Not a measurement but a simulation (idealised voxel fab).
Documented hereafter: the process module known as voxel self aligned contacts.
Cross-section cut spans 175 nm and uses square cells 5 nm in size.
Cross-section format: a grid of square cells, given as bands from top to bottom; each band is one or more rows of cells. Band entry format. Leading values: height of top, height of bottom, nm. Remainder: materials in left-to-right order, each with its width in nm. Special words: "full width" on a single material, which then fills the band edge to edge; "blank", empty space. We count height from 0. Below that, the starting wafer is all one material. The lowest band never ends at the bottom but goes on down; see "z 0 and below" for how that is written. A width given as "30 to 40" starts at the first number in the band's top row and ends at the second number in its bottom row, shifting by an equal amount at every step from row to row. Any step labelled "changes: none" changed none of the cells in the cross-section. "Enclosed void inventory" specifies each empty space that is not open to the top and that occupies no fewer than 8 cells, using the form width x height at distance, the distance measured from the left edge and all three quantities in nm. Heads up: the bit after the settings on a step's line is the simulator's remark on that step. overlay nm: right-of-plan distance of the mask on a masked step; negative values mean left-of-plan. Below you will find pairs of cross-sections. In each, one shows the wafer before one process step and the other after it, with the after view ending at the lowest band that changed. Under each pair is the step separating them, along with its settings. Do not assume the pairs form a chain: they can come from different runs of this module on the same starting wafer, and a pair continues from the pair above it only when its "Pre-step profile" entry says so.

Pre-step profile
	z 95 to 65 = 65 resist, then 40 blank, then 70 resist
	z 65 to 55 = aC full width
	z 55 to 45 = SiO2 full width
	z 45 to 30 = 35 SiO2, then 40 SiN, then 20 SiO2, then 40 SiN, then 40 SiO2
	z 30 to 10 = 35 SiO2, then 5 SiN, then 30 polySi, then 5 SiN, then 20 SiO2, then 5 SiN, then 30 polySi, then 5 SiN, then 40 SiO2
	z 10 to 5 = 40 SiN, then 30 polySi, then 30 SiN, then 30 polySi, then 45 SiN
	z 5 to 0 = SiO2 full width
	z 0 and below = Si full width
	Enclosed void inventory: none

As Processed
	z 85 to 65 = 65 resist, then 40 blank, then 70 resist
	z 65 to 55 = 65 aC, then 40 blank, then 70 aC
	Beneath the level 55, the cross-section is identical to its previous state.
	Enclosed void inventory: none
Going from the before section above to the after section, the step was DIRECTIONAL_ETCH, etch materials aC, depth nm 10

Pre-step profile: The cross-section prior to this step is the one presented after the step of the pair immediately above.

As Processed
	z 65 to 55 = 65 aC, then 40 blank, then 70 aC
	Beneath the level 55, the cross-section is identical to its previous state.
	Enclosed void inventory: none
Going from the before section above to the after section, the step was STRIP, etch materials resist

Pre-step profile: The cross-section prior to this step is the one presented after the step of the pair immediately above.

As Processed
	z 65 to 55 = 65 aC, then 40 blank, then 70 aC
	z 55 to 45 = 65 SiO2, then 40 blank, then 70 SiO2
	z 45 to 30 = 35 SiO2, then 40 SiN, then 20 blank, then 40 SiN, then 40 SiO2
	z 30 to 10 = 35 SiO2, then 5 SiN, then 30 polySi, then 5 SiN, then 20 blank, then 5 SiN, then 30 polySi, then 5 SiN, then 40 SiO2
	Beneath the level 10, the cross-section is identical to its previous state.
	Enclosed void inventory: none
Going from the before section above to the after section, the step was DIRECTIONAL_ETCH, etch materials SiO2, depth nm 55

Pre-step profile: The cross-section prior to this step is the one presented after the step of the pair immediately above.

As Processed
	z 55 to 45 = 65 SiO2, then 40 blank, then 70 SiO2
	Beneath the level 45, the cross-section is identical to its previous state.
	Enclosed void inventory: none
Going from the before section above to the after section, the step was STRIP, etch materials aC

Pre-step profile: The cross-section prior to this step is the one presented after the step of the pair immediately above.

As Processed
	z 60 to 55 = 70 TiN, then 30 blank, then 75 TiN
	z 55 to 45 = 65 SiO2, then 5 to 15 TiN, then 30 to 10 blank, then 5 to 15 TiN, then 70 SiO2
	z 45 to 30 = 35 SiO2, then 40 SiN, then 5 TiN, then 10 blank, then 5 TiN, then 40 SiN, then 40 SiO2
	z 30 to 15 = 35 SiO2, then 5 SiN, then 30 polySi, then 5 SiN, then 5 TiN, then 10 blank, then 5 TiN, then 5 SiN, then 30 polySi, then 5 SiN, then 40 SiO2
	z 15 to 10 = 35 SiO2, then 5 SiN, then 30 polySi, then 5 SiN, then 20 TiN, then 5 SiN, then 30 polySi, then 5 SiN, then 40 SiO2
	Beneath the level 10, the cross-section is identical to its previous state.
	Enclosed void inventory: none
Going from the before section above to the after section, the step was CONFORMAL_DEP, material TiN, thk nm 5

Pre-step profile: The cross-section prior to this step is the one presented after the step of the pair immediately above.

As Processed
	z 65 to 60 = Ru full width
	z 60 to 55 = 70 TiN, then 30 Ru, then 75 TiN
	z 55 to 45 = 65 SiO2, then 5 to 15 TiN, then 30 to 10 Ru, then 5 to 15 TiN, then 70 SiO2
	z 45 to 30 = 35 SiO2, then 40 SiN, then 5 TiN, then 10 Ru, then 5 TiN, then 40 SiN, then 40 SiO2
	z 30 to 15 = 35 SiO2, then 5 SiN, then 30 polySi, then 5 SiN, then 5 TiN, then 10 Ru, then 5 TiN, then 5 SiN, then 30 polySi, then 5 SiN, then 40 SiO2
	Beneath the level 15, the cross-section is identical to its previous state.
	Enclosed void inventory: none
Going from the before section above to the after section, the step was FILL_DEP, material Ru, thk nm 5

Pre-step profile: The cross-section prior to this step is the one presented after the step of the pair immediately above.

As Processed
	z 55 to 45 = 65 SiO2, then 5 to 15 TiN, then 30 to 10 Ru, then 5 to 15 TiN, then 70 SiO2
	Beneath the level 45, the cross-section is identical to its previous state.
	Enclosed void inventory: none
Going from the before section above to the after section, the step was CMP, height nm 55

Pre-step profile: The cross-section prior to this step is the one presented after the step of the pair immediately above.

As Processed
	z 60 to 55 = SiCN full width
	Beneath the level 55, the cross-section is identical to its previous state.
	Enclosed void inventory: none
Going from the before section above to the after section, the step was CONFORMAL_DEP, material SiCN, thk nm 5

Pre-step profile
	z 5 to 0 = SiO2 full width
	z 0 and below = Si full width
	Enclosed void inventory: none

As Processed
	z 25 to 5 = polySi full width
	Beneath the level 5, the cross-section is identical to its previous state.
	Enclosed void inventory: none
Going from the before section above to the after section, the step was DIRECTIONAL_DEP, material polySi, thk nm 20

Pre-step profile: The cross-section prior to this step is the one presented after the step of the pair immediately above.

As Processed
	z 40 to 25 = SiN full width
	Beneath the level 25, the cross-section is identical to its previous state.
	Enclosed void inventory: none
Going from the before section above to the after section, the step was DIRECTIONAL_DEP, material SiN, thk nm 15

Pre-step profile: The cross-section prior to this step is the one presented after the step of the pair immediately above.

As Processed
	z 50 to 40 = aC full width
	Beneath the level 40, the cross-section is identical to its previous state.
	Enclosed void inventory: none
Going from the before section above to the after section, the step was DIRECTIONAL_DEP, material aC, thk nm 10

Pre-step profile: The cross-section prior to this step is the one presented after the step of the pair immediately above.

As Processed
	z 80 to 50 = 40 blank, then 30 resist, then 30 blank, then 30 resist, then 45 blank
	Beneath the level 50, the cross-section is identical to its previous state.
	Enclosed void inventory: none
Going from the before section above to the after section, the step was PATTERN, tone cover, mask id GATE, material resist, width nm 30, pitch nm 60, thk nm 30, overlay nm 0

Pre-step profile: The cross-section prior to this step is the one presented after the step of the pair immediately above.

As Processed
	z 70 to 50 = 40 blank, then 30 resist, then 30 blank, then 30 resist, then 45 blank
	z 50 to 40 = 40 blank, then 30 aC, then 30 blank, then 30 aC, then 45 blank
	Beneath the level 40, the cross-section is identical to its previous state.
	Enclosed void inventory: none
Going from the before section above to the after section, the step was DIRECTIONAL_ETCH, etch materials aC, depth nm 10

Pre-step profile: The cross-section prior to this step is the one presented after the step of the pair immediately above.

As Processed
	z 50 to 40 = 40 blank, then 30 aC, then 30 blank, then 30 aC, then 45 blank
	Beneath the level 40, the cross-section is identical to its previous state.
	Enclosed void inventory: none
Going from the before section above to the after section, the step was STRIP, etch materials resist

Pre-step profile: The cross-section prior to this step is the one presented after the step of the pair immediately above.

As Processed
	z 50 to 40 = 40 blank, then 30 aC, then 30 blank, then 30 aC, then 45 blank
	z 40 to 25 = 40 blank, then 30 SiN, then 30 blank, then 30 SiN, then 45 blank
	Beneath the level 25, the cross-section is identical to its previous state.
	Enclosed void inventory: none
Going from the before section above to the after section, the step was DIRECTIONAL_ETCH, etch materials SiN, depth nm 15

Pre-step profile: The cross-section prior to this step is the one presented after the step of the pair immediately above.

As Processed
	z 50 to 40 = 40 blank, then 30 aC, then 30 blank, then 30 aC, then 45 blank
	z 40 to 25 = 40 blank, then 30 SiN, then 30 blank, then 30 SiN, then 45 blank
	z 25 to 5 = 40 blank, then 30 polySi, then 30 blank, then 30 polySi, then 45 blank
	Beneath the level 5, the cross-section is identical to its previous state.
	Enclosed void inventory: none
Going from the before section above to the after section, the step was DIRECTIONAL_ETCH, etch materials polySi, depth nm 25

Pre-step profile: The cross-section prior to this step is the one presented after the step of the pair immediately above.

As Processed
	z 40 to 25 = 40 blank, then 30 SiN, then 30 blank, then 30 SiN, then 45 blank
	Beneath the level 25, the cross-section is identical to its previous state.
	Enclosed void inventory: none
Going from the before section above to the after section, the step was STRIP, etch materials aC

Pre-step profile: The cross-section prior to this step is the one presented after the step of the pair immediately above.

As Processed
	z 45 to 25 = 35 blank, then 40 SiN, then 20 blank, then 40 SiN, then 40 blank
	z 25 to 10 = 35 blank, then 5 SiN, then 30 polySi, then 5 SiN, then 20 blank, then 5 SiN, then 30 polySi, then 5 SiN, then 40 blank
	z 10 to 5 = 40 SiN, then 30 polySi, then 30 SiN, then 30 polySi, then 45 SiN
	Beneath the level 5, the cross-section is identical to its previous state.
	Enclosed void inventory: none
Going from the before section above to the after section, the step was CONFORMAL_DEP, material SiN, thk nm 5

Pre-step profile: The cross-section prior to this step is the one presented after the step of the pair immediately above.

As Processed
	z 40 to 25 = 35 blank, then 40 SiN, then 20 blank, then 40 SiN, then 40 blank
	z 25 to 5 = 35 blank, then 5 SiN, then 30 polySi, then 5 SiN, then 20 blank, then 5 SiN, then 30 polySi, then 5 SiN, then 40 blank
	Beneath the level 5, the cross-section is identical to its previous state.
	Enclosed void inventory: none
Going from the before section above to the after section, the step was DIRECTIONAL_ETCH, etch materials SiN, depth nm 5

Pre-step profile: The cross-section prior to this step is the one presented after the step of the pair immediately above.

As Processed
	z 55 to 40 = SiO2 full width
	z 40 to 25 = 35 SiO2, then 40 SiN, then 20 SiO2, then 40 SiN, then 40 SiO2
	z 25 to 5 = 35 SiO2, then 5 SiN, then 30 polySi, then 5 SiN, then 20 SiO2, then 5 SiN, then 30 polySi, then 5 SiN, then 40 SiO2
	Beneath the level 5, the cross-section is identical to its previous state.
	Enclosed void inventory: none
Going from the before section above to the after section, the step was FILL_DEP, material SiO2, thk nm 15

Pre-step profile: The cross-section prior to this step is the one presented after the step of the pair immediately above.

As Processed
	z 65 to 55 = aC full width
	Beneath the level 55, the cross-section is identical to its previous state.
	Enclosed void inventory: none
Going from the before section above to the after section, the step was DIRECTIONAL_DEP, material aC, thk nm 10

Pre-step profile: The cross-section prior to this step is the one presented after the step of the pair immediately above.

As Processed
	z 95 to 65 = 65 resist, then 40 blank, then 70 resist
	Beneath the level 65, the cross-section is identical to its previous state.
	Enclosed void inventory: none
Going from the before section above to the after section, the step was PATTERN, tone open, mask id CONTACT, material resist, width nm 40, thk nm 30, overlay nm 0

Pre-step profile: The cross-section prior to this step is the one presented after the step of the pair immediately above.

As Processed
	z 85 to 65 = 65 resist, then 40 blank, then 70 resist
	z 65 to 55 = 65 aC, then 40 blank, then 70 aC
	Beneath the level 55, the cross-section is identical to its previous state.
	Enclosed void inventory: none
Going from the before section above to the after section, the step was DIRECTIONAL_ETCH, etch materials aC, depth nm 10

Pre-step profile: The cross-section prior to this step is the one presented after the step of the pair immediately above.

As Processed
	z 65 to 55 = 65 aC, then 40 blank, then 70 aC
	Beneath the level 55, the cross-section is identical to its previous state.
	Enclosed void inventory: none
Going from the before section above to the after section, the step was STRIP, etch materials resist

Pre-step profile: The cross-section prior to this step is the one presented after the step of the pair immediately above.

As Processed
	z 65 to 55 = 65 aC, then 40 blank, then 70 aC
	z 55 to 40 = 65 SiO2, then 40 blank, then 70 SiO2
	z 40 to 25 = 35 SiO2, then 40 SiN, then 20 blank, then 40 SiN, then 40 SiO2
	z 25 to 5 = 35 SiO2, then 5 SiN, then 30 polySi, then 5 SiN, then 20 blank, then 5 SiN, then 30 polySi, then 5 SiN, then 40 SiO2
	z 5 to 0 = 75 SiO2, then 20 blank, then 80 SiO2
	Beneath the level 0, the cross-section is identical to its previous state.
	Enclosed void inventory: none
Going from the before section above to the after section, the step was DIRECTIONAL_ETCH, etch materials SiO2, depth nm 55

Pre-step profile: The cross-section prior to this step is the one presented after the step of the pair immediately above.

As Processed
	z 55 to 40 = 65 SiO2, then 40 blank, then 70 SiO2
	Beneath the level 40, the cross-section is identical to its previous state.
	Enclosed void inventory: none
Going from the before section above to the after section, the step was STRIP, etch materials aC

Pre-step profile: The cross-section prior to this step is the one presented after the step of the pair immediately above.

As Processed
	z 60 to 55 = 70 TiN, then 30 blank, then 75 TiN
	z 55 to 45 = 65 SiO2, then 5 TiN, then 30 blank, then 5 TiN, then 70 SiO2
	z 45 to 40 = 65 SiO2, then 15 TiN, then 10 blank, then 15 TiN, then 70 SiO2
	z 40 to 25 = 35 SiO2, then 40 SiN, then 5 TiN, then 10 blank, then 5 TiN, then 40 SiN, then 40 SiO2
	z 25 to 5 = 35 SiO2, then 5 SiN, then 30 polySi, then 5 SiN, then 5 TiN, then 10 blank, then 5 TiN, then 5 SiN, then 30 polySi, then 5 SiN, then 40 SiO2
	z 5 to 0 = 75 SiO2, then 20 TiN, then 80 SiO2
	Beneath the level 0, the cross-section is identical to its previous state.
	Enclosed void inventory: none
Going from the before section above to the after section, the step was CONFORMAL_DEP, material TiN, thk nm 5

Pre-step profile: The cross-section prior to this step is the one presented after the step of the pair immediately above.

As Processed
	z 65 to 60 = Ru full width
	z 60 to 55 = 70 TiN, then 30 Ru, then 75 TiN
	z 55 to 45 = 65 SiO2, then 5 TiN, then 30 Ru, then 5 TiN, then 70 SiO2
	z 45 to 40 = 65 SiO2, then 15 TiN, then 10 Ru, then 15 TiN, then 70 SiO2
	z 40 to 25 = 35 SiO2, then 40 SiN, then 5 TiN, then 10 Ru, then 5 TiN, then 40 SiN, then 40 SiO2
	z 25 to 5 = 35 SiO2, then 5 SiN, then 30 polySi, then 5 SiN, then 5 TiN, then 10 Ru, then 5 TiN, then 5 SiN, then 30 polySi, then 5 SiN, then 40 SiO2
	Beneath the level 5, the cross-section is identical to its previous state.
	Enclosed void inventory: none
Going from the before section above to the after section, the step was FILL_DEP, material Ru, thk nm 5

Pre-step profile: The cross-section prior to this step is the one presented after the step of the pair immediately above.

As Processed
	z 55 to 45 = 65 SiO2, then 5 TiN, then 30 Ru, then 5 TiN, then 70 SiO2
	Beneath the level 45, the cross-section is identical to its previous state.
	Enclosed void inventory: none
Going from the before section above to the after section, the step was CMP, height nm 55

Pre-step profile: The cross-section prior to this step is the one presented after the step of the pair immediately above.

As Processed
	z 60 to 55 = SiCN full width
	Beneath the level 55, the cross-section is identical to its previous state.
	Enclosed void inventory: none
Going from the before section above to the after section, the step was CONFORMAL_DEP, material SiCN, thk nm 5

Pre-step profile
	z 55 to 45 = aC full width
	z 45 to 30 = SiN full width
	z 30 to 5 = polySi full width
	z 5 to 0 = SiO2 full width
	z 0 and below = Si full width
	Enclosed void inventory: none

As Processed
	z 85 to 55 = 45 blank, then 20 resist, then 40 blank, then 20 resist, then 50 blank
	Beneath the level 55, the cross-section is identical to its previous state.
	Enclosed void inventory: none
Going from the before section above to the after section, the step was PATTERN, tone cover, mask id GATE, material resist, width nm 20, pitch nm 60, thk nm 30, overlay nm 0

Pre-step profile: The cross-section prior to this step is the one presented after the step of the pair immediately above.

As Processed
	z 75 to 55 = 45 blank, then 20 resist, then 40 blank, then 20 resist, then 50 blank
	z 55 to 45 = 45 blank, then 20 aC, then 40 blank, then 20 aC, then 50 blank
	Beneath the level 45, the cross-section is identical to its previous state.
	Enclosed void inventory: none
Going from the before section above to the after section, the step was DIRECTIONAL_ETCH, etch materials aC, depth nm 10

Pre-step profile: The cross-section prior to this step is the one presented after the step of the pair immediately above.

As Processed
	z 55 to 45 = 45 blank, then 20 aC, then 40 blank, then 20 aC, then 50 blank
	Beneath the level 45, the cross-section is identical to its previous state.
	Enclosed void inventory: none
Going from the before section above to the after section, the step was STRIP, etch materials resist

Pre-step profile: The cross-section prior to this step is the one presented after the step of the pair immediately above.

As Processed
	z 55 to 45 = 45 blank, then 20 aC, then 40 blank, then 20 aC, then 50 blank
	z 45 to 30 = 45 blank, then 20 SiN, then 40 blank, then 20 SiN, then 50 blank
	Beneath the level 30, the cross-section is identical to its previous state.
	Enclosed void inventory: none
Going from the before section above to the after section, the step was DIRECTIONAL_ETCH, etch materials SiN, depth nm 15

Pre-step profile: The cross-section prior to this step is the one presented after the step of the pair immediately above.

As Processed
	z 55 to 45 = 45 blank, then 20 aC, then 40 blank, then 20 aC, then 50 blank
	z 45 to 30 = 45 blank, then 20 SiN, then 40 blank, then 20 SiN, then 50 blank
	z 30 to 5 = 45 blank, then 20 polySi, then 40 blank, then 20 polySi, then 50 blank
	Beneath the level 5, the cross-section is identical to its previous state.
	Enclosed void inventory: none
Going from the before section above to the after section, the step was DIRECTIONAL_ETCH, etch materials polySi, depth nm 25

Pre-step profile: The cross-section prior to this step is the one presented after the step of the pair immediately above.

As Processed
	z 45 to 30 = 45 blank, then 20 SiN, then 40 blank, then 20 SiN, then 50 blank
	Beneath the level 30, the cross-section is identical to its previous state.
	Enclosed void inventory: none
Going from the before section above to the after section, the step was STRIP, etch materials aC

Pre-step profile: The cross-section prior to this step is the one presented after the step of the pair immediately above.

As Processed
	z 50 to 30 = 40 blank, then 30 SiN, then 30 blank, then 30 SiN, then 45 blank
	z 30 to 10 = 40 blank, then 5 SiN, then 20 polySi, then 5 SiN, then 30 blank, then 5 SiN, then 20 polySi, then 5 SiN, then 45 blank
	z 10 to 5 = 45 SiN, then 20 polySi, then 40 SiN, then 20 polySi, then 50 SiN
	Beneath the level 5, the cross-section is identical to its previous state.
	Enclosed void inventory: none
Going from the before section above to the after section, the step was CONFORMAL_DEP, material SiN, thk nm 5

Pre-step profile: The cross-section prior to this step is the one presented after the step of the pair immediately above.

As Processed
	z 45 to 30 = 40 blank, then 30 SiN, then 30 blank, then 30 SiN, then 45 blank
	z 30 to 5 = 40 blank, then 5 SiN, then 20 polySi, then 5 SiN, then 30 blank, then 5 SiN, then 20 polySi, then 5 SiN, then 45 blank
	Beneath the level 5, the cross-section is identical to its previous state.
	Enclosed void inventory: none
Going from the before section above to the after section, the step was DIRECTIONAL_ETCH, etch materials SiN, depth nm 5

Pre-step profile: The cross-section prior to this step is the one presented after the step of the pair immediately above.

As Processed
	z 60 to 45 = SiO2 full width
	z 45 to 30 = 40 SiO2, then 30 SiN, then 30 SiO2, then 30 SiN, then 45 SiO2
	z 30 to 5 = 40 SiO2, then 5 SiN, then 20 polySi, then 5 SiN, then 30 SiO2, then 5 SiN, then 20 polySi, then 5 SiN, then 45 SiO2
	Beneath the level 5, the cross-section is identical to its previous state.
	Enclosed void inventory: none
Going from the before section above to the after section, the step was FILL_DEP, material SiO2, thk nm 15

Pre-step profile: The cross-section prior to this step is the one presented after the step of the pair immediately above.

As Processed
	z 55 to 45 = SiO2 full width
	Beneath the level 45, the cross-section is identical to its previous state.
	Enclosed void inventory: none
Going from the before section above to the after section, the step was CMP, height nm 55

Pre-step profile: The cross-section prior to this step is the one presented after the step of the pair immediately above.

As Processed
	z 65 to 55 = aC full width
	Beneath the level 55, the cross-section is identical to its previous state.
	Enclosed void inventory: none
Going from the before section above to the after section, the step was DIRECTIONAL_DEP, material aC, thk nm 10

Pre-step profile: The cross-section prior to this step is the one presented after the step of the pair immediately above.

As Processed
	z 95 to 65 = 65 resist, then 40 blank, then 70 resist
	Beneath the level 65, the cross-section is identical to its previous state.
	Enclosed void inventory: none
Going from the before section above to the after section, the step was PATTERN, tone open, mask id CONTACT, material resist, width nm 40, thk nm 30, overlay nm 0

Pre-step profile: The cross-section prior to this step is the one presented after the step of the pair immediately above.

As Processed
	z 85 to 65 = 65 resist, then 40 blank, then 70 resist
	z 65 to 55 = 65 aC, then 40 blank, then 70 aC
	Beneath the level 55, the cross-section is identical to its previous state.
	Enclosed void inventory: none
Going from the before section above to the after section, the step was DIRECTIONAL_ETCH, etch materials aC, depth nm 10

Pre-step profile: The cross-section prior to this step is the one presented after the step of the pair immediately above.

As Processed
	z 65 to 55 = 65 aC, then 40 blank, then 70 aC
	Beneath the level 55, the cross-section is identical to its previous state.
	Enclosed void inventory: none
Going from the before section above to the after section, the step was STRIP, etch materials resist

Pre-step profile: The cross-section prior to this step is the one presented after the step of the pair immediately above.

As Processed
	z 65 to 55 = 65 aC, then 40 blank, then 70 aC
	z 55 to 45 = 65 SiO2, then 40 blank, then 70 SiO2
	z 45 to 30 = 40 SiO2, then 30 SiN, then 30 blank, then 30 SiN, then 45 SiO2
	z 30 to 5 = 40 SiO2, then 5 SiN, then 20 polySi, then 5 SiN, then 30 blank, then 5 SiN, then 20 polySi, then 5 SiN, then 45 SiO2
	z 5 to 0 = 70 SiO2, then 30 blank, then 75 SiO2
	Beneath the level 0, the cross-section is identical to its previous state.
	Enclosed void inventory: none
Going from the before section above to the after section, the step was DIRECTIONAL_ETCH, etch materials SiO2, depth nm 55

Pre-step profile: The cross-section prior to this step is the one presented after the step of the pair immediately above.

As Processed
	z 55 to 45 = 65 SiO2, then 40 blank, then 70 SiO2
	Beneath the level 45, the cross-section is identical to its previous state.
	Enclosed void inventory: none
Going from the before section above to the after section, the step was STRIP, etch materials aC

Pre-step profile: The cross-section prior to this step is the one presented after the step of the pair immediately above.

As Processed
	z 60 to 55 = 70 TiN, then 30 blank, then 75 TiN
	z 55 to 45 = 65 SiO2, then 5 to 10 TiN, then 30 to 20 blank, then 5 to 10 TiN, then 70 SiO2
	z 45 to 30 = 40 SiO2, then 30 SiN, then 5 TiN, then 20 blank, then 5 TiN, then 30 SiN, then 45 SiO2
	z 30 to 5 = 40 SiO2, then 5 SiN, then 20 polySi, then 5 SiN, then 5 TiN, then 20 blank, then 5 TiN, then 5 SiN, then 20 polySi, then 5 SiN, then 45 SiO2
	z 5 to 0 = 70 SiO2, then 30 TiN, then 75 SiO2
	Beneath the level 0, the cross-section is identical to its previous state.
	Enclosed void inventory: none
Going from the before section above to the after section, the step was CONFORMAL_DEP, material TiN, thk nm 5

Pre-step profile: The cross-section prior to this step is the one presented after the step of the pair immediately above.

As Processed
	z 65 to 60 = Ru full width
	z 60 to 55 = 70 TiN, then 30 Ru, then 75 TiN
	z 55 to 45 = 65 SiO2, then 5 to 10 TiN, then 30 to 20 Ru, then 5 to 10 TiN, then 70 SiO2
	z 45 to 30 = 40 SiO2, then 30 SiN, then 5 TiN, then 20 Ru, then 5 TiN, then 30 SiN, then 45 SiO2
	z 30 to 5 = 40 SiO2, then 5 SiN, then 20 polySi, then 5 SiN, then 5 TiN, then 20 Ru, then 5 TiN, then 5 SiN, then 20 polySi, then 5 SiN, then 45 SiO2
	Beneath the level 5, the cross-section is identical to its previous state.
	Enclosed void inventory: none
Going from the before section above to the after section, the step was FILL_DEP, material Ru, thk nm 5

Pre-step profile: The cross-section prior to this step is the one presented after the step of the pair immediately above.

As Processed
	z 55 to 45 = 65 SiO2, then 5 to 10 TiN, then 30 to 20 Ru, then 5 to 10 TiN, then 70 SiO2
	Beneath the level 45, the cross-section is identical to its previous state.
	Enclosed void inventory: none
Going from the before section above to the after section, the step was CMP, height nm 55

Pre-step profile: The cross-section prior to this step is the one presented after the step of the pair immediately above.

As Processed
	z 60 to 55 = SiCN full width
	Beneath the level 55, the cross-section is identical to its previous state.
	Enclosed void inventory: none
Going from the before section above to the after section, the step was CONFORMAL_DEP, material SiCN, thk nm 5

Pre-step profile
	z 55 to 45 = aC full width
	z 45 to 30 = SiN full width
	z 30 to 5 = polySi full width
	z 5 to 0 = SiO2 full width
	z 0 and below = Si full width
	Enclosed void inventory: none

As Processed
	z 85 to 55 = 45 blank, then 30 resist, then 30 blank, then 30 resist, then 40 blank
	Beneath the level 55, the cross-section is identical to its previous state.
	Enclosed void inventory: none
Going from the before section above to the after section, the step was PATTERN, tone cover, mask id GATE, material resist, width nm 30, pitch nm 60, thk nm 30, overlay nm 5

Pre-step profile: The cross-section prior to this step is the one presented after the step of the pair immediately above.

As Processed
	z 75 to 55 = 45 blank, then 30 resist, then 30 blank, then 30 resist, then 40 blank
	z 55 to 45 = 45 blank, then 30 aC, then 30 blank, then 30 aC, then 40 blank
	Beneath the level 45, the cross-section is identical to its previous state.
	Enclosed void inventory: none
Going from the before section above to the after section, the step was DIRECTIONAL_ETCH, etch materials aC, depth nm 10

Pre-step profile: The cross-section prior to this step is the one presented after the step of the pair immediately above.

As Processed
	z 55 to 45 = 45 blank, then 30 aC, then 30 blank, then 30 aC, then 40 blank
	Beneath the level 45, the cross-section is identical to its previous state.
	Enclosed void inventory: none
Going from the before section above to the after section, the step was STRIP, etch materials resist

Pre-step profile: The cross-section prior to this step is the one presented after the step of the pair immediately above.

As Processed
	z 55 to 45 = 45 blank, then 30 aC, then 30 blank, then 30 aC, then 40 blank
	z 45 to 30 = 45 blank, then 30 SiN, then 30 blank, then 30 SiN, then 40 blank
	Beneath the level 30, the cross-section is identical to its previous state.
	Enclosed void inventory: none
Going from the before section above to the after section, the step was DIRECTIONAL_ETCH, etch materials SiN, depth nm 15

Pre-step profile: The cross-section prior to this step is the one presented after the step of the pair immediately above.

As Processed
	z 55 to 45 = 45 blank, then 30 aC, then 30 blank, then 30 aC, then 40 blank
	z 45 to 30 = 45 blank, then 30 SiN, then 30 blank, then 30 SiN, then 40 blank
	z 30 to 5 = 45 blank, then 30 polySi, then 30 blank, then 30 polySi, then 40 blank
	Beneath the level 5, the cross-section is identical to its previous state.
	Enclosed void inventory: none
Going from the before section above to the after section, the step was DIRECTIONAL_ETCH, etch materials polySi, depth nm 25

Pre-step profile: The cross-section prior to this step is the one presented after the step of the pair immediately above.

As Processed
	z 45 to 30 = 45 blank, then 30 SiN, then 30 blank, then 30 SiN, then 40 blank
	Beneath the level 30, the cross-section is identical to its previous state.
	Enclosed void inventory: none
Going from the before section above to the after section, the step was STRIP, etch materials aC

Pre-step profile: The cross-section prior to this step is the one presented after the step of the pair immediately above.

As Processed
	z 50 to 30 = 40 blank, then 40 SiN, then 20 blank, then 40 SiN, then 35 blank
	z 30 to 10 = 40 blank, then 5 SiN, then 30 polySi, then 5 SiN, then 20 blank, then 5 SiN, then 30 polySi, then 5 SiN, then 35 blank
	z 10 to 5 = 45 SiN, then 30 polySi, then 30 SiN, then 30 polySi, then 40 SiN
	Beneath the level 5, the cross-section is identical to its previous state.
	Enclosed void inventory: none
Going from the before section above to the after section, the step was CONFORMAL_DEP, material SiN, thk nm 5

Pre-step profile: The cross-section prior to this step is the one presented after the step of the pair immediately above.

As Processed
	z 45 to 30 = 40 blank, then 40 SiN, then 20 blank, then 40 SiN, then 35 blank
	z 30 to 5 = 40 blank, then 5 SiN, then 30 polySi, then 5 SiN, then 20 blank, then 5 SiN, then 30 polySi, then 5 SiN, then 35 blank
	Beneath the level 5, the cross-section is identical to its previous state.
	Enclosed void inventory: none
Going from the before section above to the after section, the step was DIRECTIONAL_ETCH, etch materials SiN, depth nm 5

Pre-step profile: The cross-section prior to this step is the one presented after the step of the pair immediately above.

As Processed
	z 60 to 45 = SiO2 full width
	z 45 to 30 = 40 SiO2, then 40 SiN, then 20 SiO2, then 40 SiN, then 35 SiO2
	z 30 to 5 = 40 SiO2, then 5 SiN, then 30 polySi, then 5 SiN, then 20 SiO2, then 5 SiN, then 30 polySi, then 5 SiN, then 35 SiO2
	Beneath the level 5, the cross-section is identical to its previous state.
	Enclosed void inventory: none
Going from the before section above to the after section, the step was FILL_DEP, material SiO2, thk nm 15

Pre-step profile: The cross-section prior to this step is the one presented after the step of the pair immediately above.

As Processed
	z 55 to 45 = SiO2 full width
	Beneath the level 45, the cross-section is identical to its previous state.
	Enclosed void inventory: none
Going from the before section above to the after section, the step was CMP, height nm 55

Pre-step profile: The cross-section prior to this step is the one presented after the step of the pair immediately above.

As Processed
	z 65 to 55 = aC full width
	Beneath the level 55, the cross-section is identical to its previous state.
	Enclosed void inventory: none
Going from the before section above to the after section, the step was DIRECTIONAL_DEP, material aC, thk nm 10

Pre-step profile: The cross-section prior to this step is the one presented after the step of the pair immediately above.

As Processed
	z 95 to 65 = 65 resist, then 40 blank, then 70 resist
	Beneath the level 65, the cross-section is identical to its previous state.
	Enclosed void inventory: none
Going from the before section above to the after section, the step was PATTERN, tone open, mask id CONTACT, material resist, width nm 40, thk nm 30, overlay nm 0

Pre-step profile: The cross-section prior to this step is the one presented after the step of the pair immediately above.

As Processed
	z 85 to 65 = 65 resist, then 40 blank, then 70 resist
	z 65 to 55 = 65 aC, then 40 blank, then 70 aC
	Beneath the level 55, the cross-section is identical to its previous state.
	Enclosed void inventory: none
Going from the before section above to the after section, the step was DIRECTIONAL_ETCH, etch materials aC, depth nm 10

Pre-step profile: The cross-section prior to this step is the one presented after the step of the pair immediately above.

As Processed
	z 65 to 55 = 65 aC, then 40 blank, then 70 aC
	Beneath the level 55, the cross-section is identical to its previous state.
	Enclosed void inventory: none
Going from the before section above to the after section, the step was STRIP, etch materials resist

Pre-step profile: The cross-section prior to this step is the one presented after the step of the pair immediately above.

As Processed
	z 65 to 55 = 65 aC, then 40 blank, then 70 aC
	z 55 to 45 = 65 SiO2, then 40 blank, then 70 SiO2
	z 45 to 30 = 40 SiO2, then 40 SiN, then 20 blank, then 40 SiN, then 35 SiO2
	z 30 to 5 = 40 SiO2, then 5 SiN, then 30 polySi, then 5 SiN, then 20 blank, then 5 SiN, then 30 polySi, then 5 SiN, then 35 SiO2
	z 5 to 0 = 80 SiO2, then 20 blank, then 75 SiO2
	Beneath the level 0, the cross-section is identical to its previous state.
	Enclosed void inventory: none
Going from the before section above to the after section, the step was DIRECTIONAL_ETCH, etch materials SiO2, depth nm 55

Pre-step profile: The cross-section prior to this step is the one presented after the step of the pair immediately above.

As Processed
	z 55 to 45 = 65 SiO2, then 40 blank, then 70 SiO2
	Beneath the level 45, the cross-section is identical to its previous state.
	Enclosed void inventory: none
Going from the before section above to the after section, the step was STRIP, etch materials aC
